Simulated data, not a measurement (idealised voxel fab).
process module | voxel transistor to metal
cross-section cut | 210 nm wide | cells 5 nm
A cross-section is a grid of square cells, given in bands from the top down. A band is one or more rows of cells.
Each band's line starts with the height of the band's top and of its bottom, in nm. Then come its materials from left to right, each with its width in nm. One material with "throughout" fills the band from edge to edge. "air" is empty space.
Height 0 is the level under which the wafer as received is all one material. The lowest band goes on downwards, as in "0 down".
A width such as "30 to 40" changes by the same amount from each row of cells to the next, from the band's top row to its bottom row.
"no change" after a step means that no cell of the cross-section changed.
closed voids: empty space of 8 cells or more with no open way to the top, each as width x height at its distance from the left edge, in nm
after a step's settings: what the simulator itself notes on the step
overlay nm, on a step with a mask: how far to the right of its planned place the mask lay; to the left if negative
plan
1 op RECEIVE | material Si
2 op OXIDIZE | depth nm 5
3 op CONFORMAL_DEP | material SiN | thk nm 10
4 op DIRECTIONAL_DEP | material aC | thk nm 10
5 op PATTERN | tone cover | mask id ACTIVE | material resist | width nm 120 | thk nm 25 | overlay nm 0
6 op DIRECTIONAL_ETCH | etch materials aC | depth nm 10
7 op STRIP | etch materials resist
8 op DIRECTIONAL_ETCH | etch materials SiN | depth nm 10
9 op DIRECTIONAL_ETCH | etch materials SiO2 | depth nm 5
10 op DIRECTIONAL_ETCH | etch materials Si | depth nm 30
11 op STRIP | etch materials aC
12 op OXIDIZE | depth nm 5
13 op FILL_DEP | material SiO2 | thk nm 5
14 op CMP | height nm 10
15 op SELECTIVE_ETCH | etch materials SiO2 | depth nm 5
16 op STRIP | etch materials SiN
17 op SELECTIVE_ETCH | etch materials SiO2 | depth nm 5
18 op OXIDIZE | depth nm 5
19 op DIRECTIONAL_DEP | material polySi | thk nm 20
20 op DIRECTIONAL_DEP | material SiCN | thk nm 10
21 op DIRECTIONAL_DEP | material aC | thk nm 10
22 op PATTERN | tone cover | mask id GATE | material resist | width nm 30 | thk nm 30 | overlay nm 0
23 op DIRECTIONAL_ETCH | etch materials aC | depth nm 10
24 op STRIP | etch materials resist
25 op DIRECTIONAL_ETCH | etch materials SiCN | depth nm 20
26 op DIRECTIONAL_ETCH | etch materials polySi | depth nm 30
27 op STRIP | etch materials aC
28 op CONFORMAL_DEP | material SiO2 | thk nm 5
29 op DIRECTIONAL_ETCH | etch materials SiO2 | depth nm 5
30 op CONFORMAL_DEP | material SiN | thk nm 10
31 op DIRECTIONAL_ETCH | etch materials SiN | depth nm 10
32 op DIRECTIONAL_ETCH | etch materials SiO2 | depth nm 5
33 op DIRECTIONAL_ETCH | etch materials Si | depth nm 5
34 op EPI | material pSi | thk nm 10
35 op FILL_DEP | material SiO2 | thk nm 10
36 op CMP | height nm 15
37 op STRIP | etch materials polySi
38 op SELECTIVE_ETCH | etch materials SiO2 | depth nm 5
39 op CONFORMAL_DEP | material HfO2 | thk nm 5
40 op CONFORMAL_DEP | material TiN | thk nm 5
41 op FILL_DEP | material W | thk nm 10
42 op CMP | height nm 10
43 op DIRECTIONAL_DEP | material SiO2 | thk nm 15
44 op DIRECTIONAL_DEP | material aC | thk nm 15
45 op PATTERN | tone open | mask id CONTACT | material resist | width nm 15 | pitch nm 85 | thk nm 35 | overlay nm 0
46 op DIRECTIONAL_ETCH | etch materials aC | depth nm 15
47 op STRIP | etch materials resist
48 op DIRECTIONAL_ETCH | etch materials SiO2 | depth nm 25
49 op STRIP | etch materials aC
50 op CONFORMAL_DEP | material TiN | thk nm 5
51 op FILL_DEP | material W | thk nm 10
52 op CMP | height nm 25
53 op CONFORMAL_DEP | material SiN | thk nm 5
54 op DIRECTIONAL_DEP | material SiO2 | thk nm 20
55 op MASKED_ETCH | tone open | mask id METAL_1 | width nm 15 | pitch nm 85 | etch materials SiO2 | depth nm 20 | overlay nm 0
56 op MASKED_ETCH | tone open | mask id METAL_1 | width nm 15 | pitch nm 85 | etch materials SiN | depth nm 5 | overlay nm 0
57 op CONFORMAL_DEP | material TiN | thk nm 5
58 op FILL_DEP | material Cu | thk nm 10
59 op CMP | height nm 50
60 op CONFORMAL_DEP | material SiCN | thk nm 5
61 op DIRECTIONAL_DEP | material SiO2 | thk nm 25
62 op DIRECTIONAL_DEP | material aC | thk nm 10
63 op PATTERN | tone open | mask id METAL_2 | material resist | width nm 15 | pitch nm 85 | thk nm 30 | overlay nm 0
64 op DIRECTIONAL_ETCH | etch materials aC | depth nm 10
65 op STRIP | etch materials resist
66 op DIRECTIONAL_ETCH | etch materials SiO2 | depth nm 15
67 op STRIP | etch materials aC
68 op PATTERN | tone open | mask id METAL_2_HOLES | material resist | width nm 15 | pitch nm 85 | thk nm 15 | overlay nm 0
69 op DIRECTIONAL_ETCH | etch materials SiO2 | depth nm 10
70 op DIRECTIONAL_ETCH | etch materials SiCN | depth nm 5
71 op STRIP | etch materials resist
72 op CONFORMAL_DEP | material TiN | thk nm 5
73 op FILL_DEP | material Cu | thk nm 5
74 op CMP | height nm 80
75 op CONFORMAL_DEP | material SiN | thk nm 5
first wafer, as planned
as received, after step 1
  0 down: Si throughout
  closed voids: none
after step 2
  0 to -5: SiO2 throughout
  below -5: unchanged
after step 3
  10 to 0: SiN throughout
  below 0: unchanged
after step 4
  20 to 10: aC throughout
  below 10: unchanged
after step 5
  45 to 20: air 45 | resist 120 | air 45
  below 20: unchanged
after step 6
  35 to 20: air 45 | resist 120 | air 45
  20 to 10: air 45 | aC 120 | air 45
  below 10: unchanged
after step 7
  20 to 10: air 45 | aC 120 | air 45
  below 10: unchanged
after step 8
  20 to 10: air 45 | aC 120 | air 45
  10 to 0: air 45 | SiN 120 | air 45
  below 0: unchanged
after step 9
  20 to 10: air 45 | aC 120 | air 45
  10 to 0: air 45 | SiN 120 | air 45
  0 to -5: air 45 | SiO2 120 | air 45
  below -5: unchanged
after step 10
  20 to 10: air 45 | aC 120 | air 45
  10 to 0: air 45 | SiN 120 | air 45
  0 to -5: air 45 | SiO2 120 | air 45
  -5 to -35: air 45 | Si 120 | air 45
  below -35: unchanged
after step 11
  10 to 0: air 45 | SiN 120 | air 45
  below 0: unchanged
after step 12
  10 to 0: air 45 | SiN 120 | air 45
  0 to -5: air 45 | SiO2 120 | air 45
  -5 to -35: air 45 | SiO2 5 | Si 110 | SiO2 5 | air 45
  -35 to -40: SiO2 50 | Si 110 | SiO2 50
  below -40: unchanged
after step 13
  15 to 10: SiO2 throughout
  10 to 0: SiO2 45 | SiN 120 | SiO2 45
  0 to -5: SiO2 throughout
  -5 to -40: SiO2 50 | Si 110 | SiO2 50
  below -40: unchanged
after step 14
  10 to 0: SiO2 45 | SiN 120 | SiO2 45
  below 0: unchanged
after step 15
  10 to 5: air 45 | SiN 120 | air 45
  below 5: unchanged
after step 16
  5 to 0: SiO2 45 | air 120 | SiO2 45
  below 0: unchanged
after step 17
  0 to -5: SiO2 40 | air 130 | SiO2 40
  below -5: unchanged
after step 18
  0 to -5: SiO2 40 | air 130 | SiO2 40
  -5 to -10: SiO2 throughout
  below -10: unchanged
after step 19
  20 to 15: polySi 40 | air 130 | polySi 40
  15 to 0: polySi throughout
  0 to -5: SiO2 40 | polySi 130 | SiO2 40
  below -5: unchanged
after step 20
  30 to 25: SiCN 40 | air 130 | SiCN 40
  25 to 20: SiCN throughout
  20 to 15: polySi 40 | SiCN 130 | polySi 40
  below 15: unchanged
after step 21
  40 to 35: aC 40 | air 130 | aC 40
  35 to 30: aC throughout
  30 to 25: SiCN 40 | aC 130 | SiCN 40
  below 25: unchanged
after step 22
  70 to 40: air 90 | resist 30 | air 90
  40 to 35: aC 40 | air 50 | resist 30 | air 50 | aC 40
  below 35: unchanged
after step 23
  60 to 35: air 90 | resist 30 | air 90
  35 to 30: air 90 | aC 30 | air 90
  30 to 25: SiCN 40 | air 50 | aC 30 | air 50 | SiCN 40
  below 25: unchanged
after step 24
  35 to 30: air 90 | aC 30 | air 90
  below 30: unchanged
after step 25
  35 to 25: air 90 | aC 30 | air 90
  25 to 20: air 90 | SiCN 30 | air 90
  20 to 15: polySi 40 | air 50 | SiCN 30 | air 50 | polySi 40
  below 15: unchanged
after step 26
  35 to 25: air 90 | aC 30 | air 90
  25 to 15: air 90 | SiCN 30 | air 90
  15 to 0: air 90 | polySi 30 | air 90
  0 to -5: SiO2 40 | air 50 | polySi 30 | air 50 | SiO2 40
  below -5: unchanged
after step 27
  25 to 15: air 90 | SiCN 30 | air 90
  below 15: unchanged
after step 28
  30 to 25: air 85 | SiO2 40 | air 85
  25 to 15: air 85 | SiO2 5 | SiCN 30 | SiO2 5 | air 85
  15 to 5: air 85 | SiO2 5 | polySi 30 | SiO2 5 | air 85
  5 to 0: SiO2 45 | air 40 | SiO2 5 | polySi 30 | SiO2 5 | air 40 | SiO2 45
  0 to -5: SiO2 90 | polySi 30 | SiO2 90
  below -5: unchanged
after step 29
  25 to 15: air 85 | SiO2 5 | SiCN 30 | SiO2 5 | air 85
  15 to 0: air 85 | SiO2 5 | polySi 30 | SiO2 5 | air 85
  0 to -5: SiO2 45 | air 40 | SiO2 5 | polySi 30 | SiO2 5 | air 40 | SiO2 45
  below -5: unchanged
after step 30
  35 to 25: air 75 | SiN 60 | air 75
  25 to 15: air 75 | SiN 10 | SiO2 5 | SiCN 30 | SiO2 5 | SiN 10 | air 75
  15 to 10: air 75 | SiN 10 | SiO2 5 | polySi 30 | SiO2 5 | SiN 10 | air 75
  10 to 5: SiN 55 | air 20 | SiN 10 | SiO2 5 | polySi 30 | SiO2 5 | SiN 10 | air 20 | SiN 55
  5 to 0: SiN 85 | SiO2 5 | polySi 30 | SiO2 5 | SiN 85
  0 to -5: SiO2 45 | SiN 40 | SiO2 5 | polySi 30 | SiO2 5 | SiN 40 | SiO2 45
  below -5: unchanged
after step 31
  25 to 15: air 75 | SiN 10 | SiO2 5 | SiCN 30 | SiO2 5 | SiN 10 | air 75
  15 to 0: air 75 | SiN 10 | SiO2 5 | polySi 30 | SiO2 5 | SiN 10 | air 75
  0 to -5: SiO2 45 | SiN 10 | air 20 | SiN 10 | SiO2 5 | polySi 30 | SiO2 5 | SiN 10 | air 20 | SiN 10 | SiO2 45
  below -5: unchanged
after step 32
  25 to 20: air 75 | SiN 10 | air 5 | SiCN 30 | air 5 | SiN 10 | air 75
  20 to 15: air 75 | SiN 10 | SiO2 5 | SiCN 30 | SiO2 5 | SiN 10 | air 75
  15 to 0: air 75 | SiN 10 | SiO2 5 | polySi 30 | SiO2 5 | SiN 10 | air 75
  0 to -5: air 45 | SiN 10 | air 20 | SiN 10 | SiO2 5 | polySi 30 | SiO2 5 | SiN 10 | air 20 | SiN 10 | air 45
  -5 to -10: SiO2 55 | air 20 | SiO2 60 | air 20 | SiO2 55
  below -10: unchanged
after step 33
  25 to 20: air 75 | SiN 10 | air 5 | SiCN 30 | air 5 | SiN 10 | air 75
  20 to 15: air 75 | SiN 10 | SiO2 5 | SiCN 30 | SiO2 5 | SiN 10 | air 75
  15 to 0: air 75 | SiN 10 | SiO2 5 | polySi 30 | SiO2 5 | SiN 10 | air 75
  0 to -5: air 45 | SiN 10 | air 20 | SiN 10 | SiO2 5 | polySi 30 | SiO2 5 | SiN 10 | air 20 | SiN 10 | air 45
  -5 to -10: SiO2 55 | air 20 | SiO2 60 | air 20 | SiO2 55
  -10 to -15: SiO2 50 | Si 5 | air 20 | Si 60 | air 20 | Si 5 | SiO2 50
  below -15: unchanged
after step 34
  25 to 20: air 75 | SiN 10 | air 5 | SiCN 30 | air 5 | SiN 10 | air 75
  20 to 15: air 75 | SiN 10 | SiO2 5 | SiCN 30 | SiO2 5 | SiN 10 | air 75
  15 to 0: air 75 | SiN 10 | SiO2 5 | polySi 30 | SiO2 5 | SiN 10 | air 75
  0 to -5: air 45 | SiN 10 | pSi 20 | SiN 10 | SiO2 5 | polySi 30 | SiO2 5 | SiN 10 | pSi 20 | SiN 10 | air 45
  -5 to -10: SiO2 55 | pSi 20 | SiO2 60 | pSi 20 | SiO2 55
  -10 to -15: SiO2 50 | Si 5 | pSi 20 | Si 60 | pSi 20 | Si 5 | SiO2 50
  below -15: unchanged
after step 35
  35 to 25: SiO2 throughout
  25 to 15: SiO2 75 | SiN 10 | SiO2 5 | SiCN 30 | SiO2 5 | SiN 10 | SiO2 75
  15 to 0: SiO2 75 | SiN 10 | SiO2 5 | polySi 30 | SiO2 5 | SiN 10 | SiO2 75
  0 to -5: SiO2 45 | SiN 10 | pSi 20 | SiN 10 | SiO2 5 | polySi 30 | SiO2 5 | SiN 10 | pSi 20 | SiN 10 | SiO2 45
  below -5: unchanged
after step 36
  15 to 0: SiO2 75 | SiN 10 | SiO2 5 | polySi 30 | SiO2 5 | SiN 10 | SiO2 75
  below 0: unchanged
after step 37
  15 to 0: SiO2 75 | SiN 10 | SiO2 5 | air 30 | SiO2 5 | SiN 10 | SiO2 75
  0 to -5: SiO2 45 | SiN 10 | pSi 20 | SiN 10 | SiO2 5 | air 30 | SiO2 5 | SiN 10 | pSi 20 | SiN 10 | SiO2 45
  below -5: unchanged
after step 38
  15 to 10: air 75 | SiN 10 | air 40 | SiN 10 | air 75
  10 to 0: SiO2 75 | SiN 10 | air 40 | SiN 10 | SiO2 75
  0 to -5: SiO2 45 | SiN 10 | pSi 20 | SiN 10 | air 40 | SiN 10 | pSi 20 | SiN 10 | SiO2 45
  -5 to -10: SiO2 55 | pSi 20 | SiO2 10 | air 40 | SiO2 10 | pSi 20 | SiO2 55
  below -10: unchanged
after step 39
  20 to 15: air 70 | HfO2 20 | air 30 | HfO2 20 | air 70
  15 to 10: HfO2 75 | SiN 10 | HfO2 5 | air 30 | HfO2 5 | SiN 10 | HfO2 75
  10 to 0: SiO2 75 | SiN 10 | HfO2 5 | air 30 | HfO2 5 | SiN 10 | SiO2 75
  0 to -5: SiO2 45 | SiN 10 | pSi 20 | SiN 10 | HfO2 5 | air 30 | HfO2 5 | SiN 10 | pSi 20 | SiN 10 | SiO2 45
  -5 to -10: SiO2 55 | pSi 20 | SiO2 10 | HfO2 40 | SiO2 10 | pSi 20 | SiO2 55
  below -10: unchanged
after step 40
  25 to 20: air 65 | TiN 30 | air 20 | TiN 30 | air 65
  20 to 15: TiN 70 | HfO2 20 | TiN 5 | air 20 | TiN 5 | HfO2 20 | TiN 70
  15 to 10: HfO2 75 | SiN 10 | HfO2 5 | TiN 5 | air 20 | TiN 5 | HfO2 5 | SiN 10 | HfO2 75
  10 to 0: SiO2 75 | SiN 10 | HfO2 5 | TiN 5 | air 20 | TiN 5 | HfO2 5 | SiN 10 | SiO2 75
  0 to -5: SiO2 45 | SiN 10 | pSi 20 | SiN 10 | HfO2 5 | TiN 30 | HfO2 5 | SiN 10 | pSi 20 | SiN 10 | SiO2 45
  below -5: unchanged
after step 41
  35 to 25: W throughout
  25 to 20: W 65 | TiN 30 | W 20 | TiN 30 | W 65
  20 to 15: TiN 70 | HfO2 20 | TiN 5 | W 20 | TiN 5 | HfO2 20 | TiN 70
  15 to 10: HfO2 75 | SiN 10 | HfO2 5 | TiN 5 | W 20 | TiN 5 | HfO2 5 | SiN 10 | HfO2 75
  10 to 0: SiO2 75 | SiN 10 | HfO2 5 | TiN 5 | W 20 | TiN 5 | HfO2 5 | SiN 10 | SiO2 75
  below 0: unchanged
after step 42
  10 to 0: SiO2 75 | SiN 10 | HfO2 5 | TiN 5 | W 20 | TiN 5 | HfO2 5 | SiN 10 | SiO2 75
  below 0: unchanged
after step 43
  25 to 10: SiO2 throughout
  below 10: unchanged
after step 44
  40 to 25: aC throughout
  below 25: unchanged
after step 45
  75 to 40: resist 55 | air 15 | resist 70 | air 15 | resist 55
  below 40: unchanged
after step 46
  60 to 40: resist 55 | air 15 | resist 70 | air 15 | resist 55
  40 to 25: aC 55 | air 15 | aC 70 | air 15 | aC 55
  below 25: unchanged
after step 47
  40 to 25: aC 55 | air 15 | aC 70 | air 15 | aC 55
  below 25: unchanged
after step 48
  40 to 25: aC 55 | air 15 | aC 70 | air 15 | aC 55
  25 to 10: SiO2 55 | air 15 | SiO2 70 | air 15 | SiO2 55
  10 to 0: SiO2 55 | air 15 | SiO2 5 | SiN 10 | HfO2 5 | TiN 5 | W 20 | TiN 5 | HfO2 5 | SiN 10 | SiO2 5 | air 15 | SiO2 55
  below 0: unchanged
after step 49
  25 to 10: SiO2 55 | air 15 | SiO2 70 | air 15 | SiO2 55
  below 10: unchanged
after step 50
  30 to 25: TiN 60 | air 5 | TiN 80 | air 5 | TiN 60
  25 to 10: SiO2 55 | TiN 5 | air 5 | TiN 5 | SiO2 70 | TiN 5 | air 5 | TiN 5 | SiO2 55
  10 to 5: SiO2 55 | TiN 5 | air 5 | TiN 5 | SiO2 5 | SiN 10 | HfO2 5 | TiN 5 | W 20 | TiN 5 | HfO2 5 | SiN 10 | SiO2 5 | TiN 5 | air 5 | TiN 5 | SiO2 55
  5 to 0: SiO2 55 | TiN 15 | SiO2 5 | SiN 10 | HfO2 5 | TiN 5 | W 20 | TiN 5 | HfO2 5 | SiN 10 | SiO2 5 | TiN 15 | SiO2 55
  below 0: unchanged
after step 51
  40 to 30: W throughout
  30 to 25: TiN 60 | W 5 | TiN 80 | W 5 | TiN 60
  25 to 10: SiO2 55 | TiN 5 | W 5 | TiN 5 | SiO2 70 | TiN 5 | W 5 | TiN 5 | SiO2 55
  10 to 5: SiO2 55 | TiN 5 | W 5 | TiN 5 | SiO2 5 | SiN 10 | HfO2 5 | TiN 5 | W 20 | TiN 5 | HfO2 5 | SiN 10 | SiO2 5 | TiN 5 | W 5 | TiN 5 | SiO2 55
  below 5: unchanged
after step 52
  25 to 10: SiO2 55 | TiN 5 | W 5 | TiN 5 | SiO2 70 | TiN 5 | W 5 | TiN 5 | SiO2 55
  below 10: unchanged
after step 53
  30 to 25: SiN throughout
  below 25: unchanged
after step 54
  50 to 30: SiO2 throughout
  below 30: unchanged
after step 55
  50 to 30: SiO2 55 | air 15 | SiO2 70 | air 15 | SiO2 55
  below 30: unchanged
after step 56
  50 to 30: SiO2 55 | air 15 | SiO2 70 | air 15 | SiO2 55
  30 to 25: SiN 55 | air 15 | SiN 70 | air 15 | SiN 55
  below 25: unchanged
after step 57
  55 to 50: TiN 60 | air 5 | TiN 80 | air 5 | TiN 60
  50 to 30: SiO2 55 | TiN 5 | air 5 | TiN 5 | SiO2 70 | TiN 5 | air 5 | TiN 5 | SiO2 55
  30 to 25: SiN 55 | TiN 15 | SiN 70 | TiN 15 | SiN 55
  below 25: unchanged
after step 58
  65 to 55: Cu throughout
  55 to 50: TiN 60 | Cu 5 | TiN 80 | Cu 5 | TiN 60
  50 to 30: SiO2 55 | TiN 5 | Cu 5 | TiN 5 | SiO2 70 | TiN 5 | Cu 5 | TiN 5 | SiO2 55
  below 30: unchanged
after step 59
  50 to 30: SiO2 55 | TiN 5 | Cu 5 | TiN 5 | SiO2 70 | TiN 5 | Cu 5 | TiN 5 | SiO2 55
  below 30: unchanged
after step 60
  55 to 50: SiCN throughout
  below 50: unchanged
after step 61
  80 to 55: SiO2 throughout
  below 55: unchanged
after step 62
  90 to 80: aC throughout
  below 80: unchanged
after step 63
  120 to 90: resist 55 | air 15 | resist 70 | air 15 | resist 55
  below 90: unchanged
after step 64
  110 to 90: resist 55 | air 15 | resist 70 | air 15 | resist 55
  90 to 80: aC 55 | air 15 | aC 70 | air 15 | aC 55
  below 80: unchanged
after step 65
  90 to 80: aC 55 | air 15 | aC 70 | air 15 | aC 55
  below 80: unchanged
after step 66
  90 to 80: aC 55 | air 15 | aC 70 | air 15 | aC 55
  80 to 65: SiO2 55 | air 15 | SiO2 70 | air 15 | SiO2 55
  below 65: unchanged
after step 67
  80 to 65: SiO2 55 | air 15 | SiO2 70 | air 15 | SiO2 55
  below 65: unchanged
after step 68
  95 to 80: resist 55 | air 15 | resist 70 | air 15 | resist 55
  below 80: unchanged
after step 69
  95 to 80: resist 55 | air 15 | resist 70 | air 15 | resist 55
  80 to 55: SiO2 55 | air 15 | SiO2 70 | air 15 | SiO2 55
  below 55: unchanged
after step 70
  95 to 80: resist 55 | air 15 | resist 70 | air 15 | resist 55
  80 to 55: SiO2 55 | air 15 | SiO2 70 | air 15 | SiO2 55
  55 to 50: SiCN 55 | air 15 | SiCN 70 | air 15 | SiCN 55
  below 50: unchanged
after step 71
  80 to 55: SiO2 55 | air 15 | SiO2 70 | air 15 | SiO2 55
  below 55: unchanged
after step 72
  85 to 80: TiN 60 | air 5 | TiN 80 | air 5 | TiN 60
  80 to 55: SiO2 55 | TiN 5 | air 5 | TiN 5 | SiO2 70 | TiN 5 | air 5 | TiN 5 | SiO2 55
  55 to 50: SiCN 55 | TiN 15 | SiCN 70 | TiN 15 | SiCN 55
  below 50: unchanged
after step 73
  90 to 85: Cu throughout
  85 to 80: TiN 60 | Cu 5 | TiN 80 | Cu 5 | TiN 60
  80 to 55: SiO2 55 | TiN 5 | Cu 5 | TiN 5 | SiO2 70 | TiN 5 | Cu 5 | TiN 5 | SiO2 55
  below 55: unchanged
after step 74
  80 to 55: SiO2 55 | TiN 5 | Cu 5 | TiN 5 | SiO2 70 | TiN 5 | Cu 5 | TiN 5 | SiO2 55
  below 55: unchanged
after step 75
  85 to 80: SiN throughout
  below 80: unchanged
second wafer: like start, like plan, one mistake. Through step 58 it matches the first wafer
when step 59 should have ended
  55 to 50: TiN 60 | Cu 5 | TiN 80 | Cu 5 | TiN 60
  below 50: unchanged
when step 60 should have ended
  60 to 55: SiCN throughout
  below 55: unchanged
when step 61 should have ended
  85 to 60: SiO2 throughout
  below 60: unchanged
when step 62 should have ended
  95 to 85: aC throughout
  below 85: unchanged
when step 63 should have ended
  125 to 95: resist 55 | air 15 | resist 70 | air 15 | resist 55
  below 95: unchanged
when step 64 should have ended
  115 to 95: resist 55 | air 15 | resist 70 | air 15 | resist 55
  95 to 85: aC 55 | air 15 | aC 70 | air 15 | aC 55
  below 85: unchanged
when step 65 should have ended
  95 to 85: aC 55 | air 15 | aC 70 | air 15 | aC 55
  below 85: unchanged
when step 66 should have ended
  95 to 85: aC 55 | air 15 | aC 70 | air 15 | aC 55
  85 to 70: SiO2 55 | air 15 | SiO2 70 | air 15 | SiO2 55
  below 70: unchanged
when step 67 should have ended
  85 to 70: SiO2 55 | air 15 | SiO2 70 | air 15 | SiO2 55
  below 70: unchanged
when step 68 should have ended
  100 to 85: resist 55 | air 15 | resist 70 | air 15 | resist 55
  below 85: unchanged
when step 69 should have ended
  100 to 85: resist 55 | air 15 | resist 70 | air 15 | resist 55
  85 to 60: SiO2 55 | air 15 | SiO2 70 | air 15 | SiO2 55
  below 60: unchanged
when step 70 should have ended
  100 to 85: resist 55 | air 15 | resist 70 | air 15 | resist 55
  85 to 60: SiO2 55 | air 15 | SiO2 70 | air 15 | SiO2 55
  60 to 55: SiCN 55 | air 15 | SiCN 70 | air 15 | SiCN 55
  below 55: unchanged
when step 71 should have ended
  85 to 60: SiO2 55 | air 15 | SiO2 70 | air 15 | SiO2 55
  below 60: unchanged
when step 72 should have ended
  90 to 85: TiN 60 | air 5 | TiN 80 | air 5 | TiN 60
  85 to 60: SiO2 55 | TiN 5 | air 5 | TiN 5 | SiO2 70 | TiN 5 | air 5 | TiN 5 | SiO2 55
  60 to 55: SiCN 55 | TiN 15 | SiCN 70 | TiN 15 | SiCN 55
  below 55: unchanged
when step 73 should have ended
  95 to 90: Cu throughout
  90 to 85: TiN 60 | Cu 5 | TiN 80 | Cu 5 | TiN 60
  85 to 60: SiO2 55 | TiN 5 | Cu 5 | TiN 5 | SiO2 70 | TiN 5 | Cu 5 | TiN 5 | SiO2 55
  below 60: unchanged
when step 74 should have ended
  80 to 60: SiO2 55 | TiN 5 | Cu 5 | TiN 5 | SiO2 70 | TiN 5 | Cu 5 | TiN 5 | SiO2 55
  below 60: unchanged
when step 75 should have ended
  85 to 80: SiN throughout
  below 80: unchanged
what went wrong: step 59 ran as: op CMP | height nm 55
at the end the second wafer has, in cells: 36 fewer of SiO2 | 36 more of TiN
